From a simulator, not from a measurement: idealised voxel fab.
The following process module bears the name voxel transistor to metal.
In the cross-section labelled cut, the width is 205 nm and each square cell is 5 nm.
Cross-section format: a grid of square cells, given as bands from top to bottom; each band is one or more rows of cells.
Per band: top height and bottom height in nm, followed by the left-to-right materials and their widths in nm; "edge to edge" marks a single material spanning edge to edge, "empty" marks empty space.
Where do heights start? At 0: under that level the wafer as delivered is made of one material only. And the lowest band has no floor; it just carries on downward, as in "0 and below".
A two-number width, for instance "30->40", indicates that the width is equal to the first number in the top row of the band and to the second number in the bottom row, and that it changes by a constant amount per row of cells.
The cross-section has no changed cell in any step marked "remained the same".
In "Closed void entries" the enclosed voids are listed, meaning empty spaces of 8 cells or larger without any opening to the top. The form is width x height at distance, distance from the left edge, units nm.
Anything after a step's settings on that line? It's the simulator's own note about the step.
You can add "overlay nm" to a step's line. For a step with a mask, it describes how far the mask lay to the right of its planned position, and a negative number describes a lay to the left.
### This section lists the process steps that were planned
step 1: RECEIVE [material Si]
step 2: CONFORMAL_DEP [material SiO2] [thk nm 5]
step 3: CONFORMAL_DEP [material SiN] [thk nm 15]
step 4: DIRECTIONAL_DEP [material aC] [thk nm 15]
step 5: PATTERN [tone cover] [mask id ACTIVE] [material resist] [width nm 105] [thk nm 30] [overlay nm 0]
step 6: DIRECTIONAL_ETCH [etch materials aC] [depth nm 15]
step 7: STRIP [etch materials resist]
step 8: DIRECTIONAL_ETCH [etch materials SiN] [depth nm 15]
step 9: DIRECTIONAL_ETCH [etch materials SiO2] [depth nm 5]
step 10: DIRECTIONAL_ETCH [etch materials Si] [depth nm 35]
step 11: STRIP [etch materials aC]
step 12: FILL_DEP [material SiO2] [thk nm 15]
step 13: CMP [height nm 20]
step 14: SELECTIVE_ETCH [etch materials SiO2] [depth nm 15]
step 15: STRIP [etch materials SiN]
step 16: SELECTIVE_ETCH [etch materials SiO2] [depth nm 5]
step 17: OXIDIZE [depth nm 5]
step 18: DIRECTIONAL_DEP [material polySi] [thk nm 20]
step 19: DIRECTIONAL_DEP [material SiCN] [thk nm 10]
step 20: MASKED_ETCH [tone cover] [mask id GATE] [width nm 25] [etch materials SiCN] [depth nm 20] [overlay nm 0]
step 21: MASKED_ETCH [tone cover] [mask id GATE] [width nm 25] [etch materials polySi] [depth nm 30] [overlay nm 0]
step 22: CONFORMAL_DEP [material SiO2] [thk nm 5]
step 23: DIRECTIONAL_ETCH [etch materials SiO2] [depth nm 5]
step 24: CONFORMAL_DEP [material SiN] [thk nm 10]
step 25: DIRECTIONAL_ETCH [etch materials SiN] [depth nm 10]
step 26: DIRECTIONAL_ETCH [etch materials SiO2] [depth nm 5]
step 27: DIRECTIONAL_ETCH [etch materials Si] [depth nm 15]
step 28: EPI [material nSi] [thk nm 15]
step 29: FILL_DEP [material SiO2] [thk nm 5]
step 30: CMP [height nm 30]
step 31: DIRECTIONAL_DEP [material SiO2] [thk nm 15]
step 32: PATTERN [tone open] [mask id CONTACT] [material resist] [width nm 25] [pitch nm 60] [thk nm 20] [overlay nm 0]
step 33: DIRECTIONAL_ETCH [etch materials SiO2] [depth nm 35]
step 34: STRIP [etch materials resist]
step 35: CONFORMAL_DEP [material TiN] [thk nm 5]
step 36: FILL_DEP [material Ru] [thk nm 5]
step 37: CMP [height nm 45]
step 38: DIRECTIONAL_DEP [material TiN] [thk nm 5]
step 39: DIRECTIONAL_DEP [material Ru] [thk nm 20]
step 40: PATTERN [tone cover] [mask id METAL_1] [material resist] [width nm 15] [pitch nm 70] [thk nm 20] [overlay nm 0]
step 41: DIRECTIONAL_ETCH [etch materials Ru] [depth nm 20]
step 42: DIRECTIONAL_ETCH [etch materials TiN] [depth nm 5]
step 43: STRIP [etch materials resist]
step 44: CONFORMAL_DEP [material SiN] [thk nm 5]
step 45: FILL_DEP [material SiO2] [thk nm 5]
step 46: CMP [height nm 70]
step 47: CONFORMAL_DEP [material SiN] [thk nm 5]
### Step 1 complete: cross-section of the wafer as received
- 0 and below | Si edge to edge
- Closed void entries: none
### Figure: cross-sectional view of the wafer upon completion of the module, processed from the initial state and according to the plan depicted above, with one error introduced during execution
- 75 down to 70 | SiN edge to edge
- 70 down to 50 | SiO2 (55), SiN (5), Ru (15), SiN (5), SiO2 (45), SiN (5), Ru (15), SiN (5), SiO2 (55)
- 50 down to 45 | SiN (60), TiN (15), SiN (55), TiN (15), SiN (60)
- 45 down to 35 | SiO2 (60), TiN (5), Ru (15), TiN (5), SiO2 (35), TiN (5), Ru (15), TiN (5), SiO2 (60)
- 35 down to 30 | SiO2 (60), TiN (5), Ru (5), TiN (15), SiO2 (35), TiN (15), Ru (5), TiN (5), SiO2 (60)
- 30 down to 25 | SiO2 (60), TiN (15), SiN (10), SiO2 (5), SiCN (25), SiO2 (5), SiN (10), TiN (15), SiO2 (60)
- 25 down to 20 | SiO2 (75), SiN (10), SiO2 (5), SiCN (25), SiO2 (5), SiN (10), SiO2 (75)
- 20 down to 10 | SiO2 (75), SiN (10), SiO2 (5), polySi (25), SiO2 (5), SiN (10), SiO2 (75)
- 10 down to 0 | SiO2 (60), nSi (15), SiN (10), SiO2 (5), polySi (25), SiO2 (5), SiN (10), nSi (15), SiO2 (60)
- 0 down to -5 | SiO2 (60), nSi (15), SiO2 (55), nSi (15), SiO2 (60)
- -5 down to -20 | SiO2 (50), nSi (25), Si (55), nSi (25), SiO2 (50)
- -20 down to -35 | SiO2 (50), Si (105), SiO2 (50)
- -35 and below | Si edge to edge
- Closed void entries: none
In executing the process, a mistake was made relative to the plan: yeah, plan step 31 got run twice
